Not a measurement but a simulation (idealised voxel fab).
Process module name: voxel trench capacitor
FYI the section here is cut, 200 nm wide, cells are 5 nm squares.
In this document a cross-section is written as a grid of square cells. It is given as a series of bands, listed from the top down, and a band is one or more rows of cells. Band: top and bottom heights (nm) first, top before bottom; then materials from left to right, widths in nm. "full width" marks a sole material filling the band edge to edge. "empty" denotes empty space. Convention: height 0 is the level below which the wafer, as received, is all one material. The lowest band does not terminate at the bottom but continues downward, represented as "0 nm and below". Quick explanation for "30->40": the width changes in equal steps down the rows of cells, from the first number in the band's top row to the second number in its bottom row. "stayed the same" for a step: no cell of the cross-section changed in that step. The label "Closed-off voids" introduces a list of the empty spaces, 8 cells or larger, that have no open way up to the top; each entry in it reads width x height at distance, where the distance is taken from the left edge and all three are stated in nm. Where a step's line continues beyond its settings, the continuation is a remark by the simulator itself on that step. overlay nm: mask right of planned place by this much (step with mask). Neg. = left.

**The steps planned for the process are as follows**
1. op RECEIVE | material Si
2. op CONFORMAL_DEP | material SiN | thk nm 5
3. op DIRECTIONAL_DEP | material aC | thk nm 10
4. op PATTERN | tone open | mask id TRENCH | material resist | width nm 25 | pitch nm 55 | thk nm 30 | overlay nm 0
5. op DIRECTIONAL_ETCH | etch materials aC | depth nm 10
6. op STRIP | etch materials resist
7. op DIRECTIONAL_ETCH | etch materials SiN | depth nm 5
8. op DIRECTIONAL_ETCH | etch materials Si | depth nm 35
9. op STRIP | etch materials aC
10. op CONFORMAL_DEP | material Al2O3 | thk nm 5
11. op FILL_DEP | material polySi | thk nm 5
12. op CMP | height nm 5

**Of two wafers, the first: run according to plan**

**Cross-section: wafer on arrival = after step 1**
0 nm and below = Si full width
Closed-off voids: none

**Sectional view: wafer, after step 2**
5 nm to 0 nm = SiN full width
Under the height 0 nothing was changed.

**Sectional view: wafer, after step 3**
15 nm to 5 nm = aC full width
Under the height 5 nothing was changed.

**Sectional view: wafer, after step 4**
45 nm to 15 nm = resist 60 nm; empty 25 nm; resist 30 nm; empty 25 nm; resist 60 nm
Under the height 15 nothing was changed.

**Sectional view: wafer, after step 5**
35 nm to 15 nm = resist 60 nm; empty 25 nm; resist 30 nm; empty 25 nm; resist 60 nm
15 nm to 5 nm = aC 60 nm; empty 25 nm; aC 30 nm; empty 25 nm; aC 60 nm
Under the height 5 nothing was changed.

**Sectional view: wafer, after step 6**
15 nm to 5 nm = aC 60 nm; empty 25 nm; aC 30 nm; empty 25 nm; aC 60 nm
Under the height 5 nothing was changed.

**Sectional view: wafer, after step 7**
15 nm to 5 nm = aC 60 nm; empty 25 nm; aC 30 nm; empty 25 nm; aC 60 nm
5 nm to 0 nm = SiN 60 nm; empty 25 nm; SiN 30 nm; empty 25 nm; SiN 60 nm
Under the height 0 nothing was changed.

**Sectional view: wafer, after step 8**
15 nm to 5 nm = aC 60 nm; empty 25 nm; aC 30 nm; empty 25 nm; aC 60 nm
5 nm to 0 nm = SiN 60 nm; empty 25 nm; SiN 30 nm; empty 25 nm; SiN 60 nm
0 nm to -35 nm = Si 60 nm; empty 25 nm; Si 30 nm; empty 25 nm; Si 60 nm
Under the height -35 nothing was changed.

**Sectional view: wafer, after step 9**
5 nm to 0 nm = SiN 60 nm; empty 25 nm; SiN 30 nm; empty 25 nm; SiN 60 nm
Under the height 0 nothing was changed.

**Sectional view: wafer, after step 10**
10 nm to 5 nm = Al2O3 65 nm; empty 15 nm; Al2O3 40 nm; empty 15 nm; Al2O3 65 nm
5 nm to 0 nm = SiN 60 nm; Al2O3 5 nm; empty 15 nm; Al2O3 5 nm; SiN 30 nm; Al2O3 5 nm; empty 15 nm; Al2O3 5 nm; SiN 60 nm
0 nm to -30 nm = Si 60 nm; Al2O3 5 nm; empty 15 nm; Al2O3 5 nm; Si 30 nm; Al2O3 5 nm; empty 15 nm; Al2O3 5 nm; Si 60 nm
-30 nm to -35 nm = Si 60 nm; Al2O3 25 nm; Si 30 nm; Al2O3 25 nm; Si 60 nm
Under the height -35 nothing was changed.

**Sectional view: wafer, after step 11**
15 nm to 10 nm = polySi full width
10 nm to 5 nm = Al2O3 65 nm; polySi 15 nm; Al2O3 40 nm; polySi 15 nm; Al2O3 65 nm
5 nm to 0 nm = SiN 60 nm; Al2O3 5 nm; polySi 15 nm; Al2O3 5 nm; SiN 30 nm; Al2O3 5 nm; polySi 15 nm; Al2O3 5 nm; SiN 60 nm
0 nm to -30 nm = Si 60 nm; Al2O3 5 nm; polySi 15 nm; Al2O3 5 nm; Si 30 nm; Al2O3 5 nm; polySi 15 nm; Al2O3 5 nm; Si 60 nm
Under the height -30 nothing was changed.

**Sectional view: wafer, after step 12**
5 nm to 0 nm = SiN 60 nm; Al2O3 5 nm; polySi 15 nm; Al2O3 5 nm; SiN 30 nm; Al2O3 5 nm; polySi 15 nm; Al2O3 5 nm; SiN 60 nm
Under the height 0 nothing was changed.

**Second wafer - shared start and plan with the first - one error in running - same as the first up to step 7 inclusive**

**The second wafer in cross-section, at the planned close of step 8**
15 nm to 5 nm = aC 60 nm; empty 25 nm; aC 30 nm; empty 25 nm; aC 60 nm
5 nm to 0 nm = SiN 60 nm; empty 25 nm; SiN 30 nm; empty 25 nm; SiN 60 nm
0 nm to -70 nm = Si 60 nm; empty 25 nm; Si 30 nm; empty 25 nm; Si 60 nm
Under the height -70 nothing was changed.

**The second wafer in cross-section, at the planned close of step 9**
5 nm to 0 nm = SiN 60 nm; empty 25 nm; SiN 30 nm; empty 25 nm; SiN 60 nm
Under the height 0 nothing was changed.

**The second wafer in cross-section, at the planned close of step 10**
10 nm to 5 nm = Al2O3 65 nm; empty 15 nm; Al2O3 40 nm; empty 15 nm; Al2O3 65 nm
5 nm to 0 nm = SiN 60 nm; Al2O3 5 nm; empty 15 nm; Al2O3 5 nm; SiN 30 nm; Al2O3 5 nm; empty 15 nm; Al2O3 5 nm; SiN 60 nm
0 nm to -65 nm = Si 60 nm; Al2O3 5 nm; empty 15 nm; Al2O3 5 nm; Si 30 nm; Al2O3 5 nm; empty 15 nm; Al2O3 5 nm; Si 60 nm
-65 nm to -70 nm = Si 60 nm; Al2O3 25 nm; Si 30 nm; Al2O3 25 nm; Si 60 nm
Under the height -70 nothing was changed.

**The second wafer in cross-section, at the planned close of step 11**
15 nm to 10 nm = polySi full width
10 nm to 5 nm = Al2O3 65 nm; polySi 15 nm; Al2O3 40 nm; polySi 15 nm; Al2O3 65 nm
5 nm to 0 nm = SiN 60 nm; Al2O3 5 nm; polySi 15 nm; Al2O3 5 nm; SiN 30 nm; Al2O3 5 nm; polySi 15 nm; Al2O3 5 nm; SiN 60 nm
0 nm to -65 nm = Si 60 nm; Al2O3 5 nm; polySi 15 nm; Al2O3 5 nm; Si 30 nm; Al2O3 5 nm; polySi 15 nm; Al2O3 5 nm; Si 60 nm
Under the height -65 nothing was changed.

**The second wafer in cross-section, at the planned close of step 12**
5 nm to 0 nm = SiN 60 nm; Al2O3 5 nm; polySi 15 nm; Al2O3 5 nm; SiN 30 nm; Al2O3 5 nm; polySi 15 nm; Al2O3 5 nm; SiN 60 nm
Under the height 0 nothing was changed.
Where did the run depart from the plan? step 8 in the plan was executed twice
Final wafer comparison in cells, second versus first, more or fewer per material: +28 Al2O3, -70 Si, +42 polySi
